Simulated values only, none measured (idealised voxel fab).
voxel self aligned contacts: a process module
The width of the displayed cross-section, cut, is 150 nm; its cells are square, with a size of 5 nm.
Cross-section, as written here: a square-cell grid given band by band from the top down, where a band holds one or more rows of cells. This entry defines a band. It first specifies the height of the band's top and the height of its bottom in nm, and then specifies the band's materials from left to right, stating each material with its width in nm. The word "throughout" identifies a single material that fills the band from edge to edge, while the word "blank" identifies empty space. Basically, 0 is our baseline, since under it the wafer straight out of the box is all one material. The bottom band has no lower end and keeps on going down, so it looks like "z 0 and below". A width such as "30 to 40" changes by the same amount from each row of cells to the next, from the band's top row to its bottom row. Step marked "changes: none"? Then no cell in the cross-section changed in it. The label "Internal closed voids" introduces a list of the empty spaces, 8 cells or larger, that have no open way up to the top; each entry in it reads width x height at distance, where the distance is taken from the left edge and all three are stated in nm. Whatever follows a step's settings on its line is a remark the simulator itself makes about that step. overlay nm: mask right of planned place by this much (step with mask). Neg. = left.

Process steps (planned)
1: RECEIVE [material Si]
2: CONFORMAL_DEP [material SiO2] [thk nm 5]
3: DIRECTIONAL_DEP [material polySi] [thk nm 25]
4: DIRECTIONAL_DEP [material SiN] [thk nm 20]
5: DIRECTIONAL_DEP [material aC] [thk nm 15]
6: PATTERN [tone cover] [mask id GATE] [material resist] [width nm 30] [pitch nm 70] [thk nm 30] [overlay nm 0]
7: DIRECTIONAL_ETCH [etch materials aC] [depth nm 15]
8: STRIP [etch materials resist]
9: DIRECTIONAL_ETCH [etch materials SiN] [depth nm 20]
10: DIRECTIONAL_ETCH [etch materials polySi] [depth nm 25]
11: STRIP [etch materials aC]
12: CONFORMAL_DEP [material SiN] [thk nm 10]
13: DIRECTIONAL_ETCH [etch materials SiN] [depth nm 10]
14: FILL_DEP [material SiO2] [thk nm 10]
15: CMP [height nm 55]
16: MASKED_ETCH [tone open] [mask id CONTACT] [width nm 50] [etch materials SiO2] [depth nm 55] [overlay nm 0]
17: CONFORMAL_DEP [material TiN] [thk nm 5]
18: FILL_DEP [material W] [thk nm 10]
19: CMP [height nm 55]
20: CONFORMAL_DEP [material SiCN] [thk nm 5]

Wafer cross-section on receipt, i.e. after step 1
    z 0 and below  Si throughout
    Internal closed voids: none

First of two wafers, end-of-module section, run followed plan
    z 60 to 55  SiCN throughout
    z 55 to 50  50 SiO2, 20 TiN, 10 W, 20 TiN, 50 SiO2
    z 50 to 30  15 SiO2, 50 SiN, 5 TiN, 10 W, 5 TiN, 50 SiN, 15 SiO2
    z 30 to 5  15 SiO2, 10 SiN, 30 polySi, 10 SiN, 5 TiN, 10 W, 5 TiN, 10 SiN, 30 polySi, 10 SiN, 15 SiO2
    z 5 to 0  65 SiO2, 20 TiN, 65 SiO2
    z 0 and below  Si throughout
    Internal closed voids: none

What the second wafer looks like in cross-section once the module is done. Its start and its plan matched the first wafer's exactly; what differed was one mistake in how it was run
    z 60 to 55  SiCN throughout
    z 55 to 50  50 SiO2, 20 SiN, 10 W, 20 SiN, 50 SiO2
    z 50 to 30  15 SiO2, 55 SiN, 10 W, 55 SiN, 15 SiO2
    z 30 to 5  15 SiO2, 10 SiN, 30 polySi, 15 SiN, 10 W, 15 SiN, 30 polySi, 10 SiN, 15 SiO2
    z 5 to 0  65 SiO2, 20 SiN, 65 SiO2
    z 0 and below  Si throughout
    Internal closed voids: none
So what did we get wrong on this run? step 17 ran differently from the plan; actual operation with settings: CONFORMAL_DEP [material SiN] [thk nm 5]
It is noted that, at the conclusion of processing, the second wafer exhibits a higher or lower cell count for certain materials relative to the first: SiN +30; TiN -30
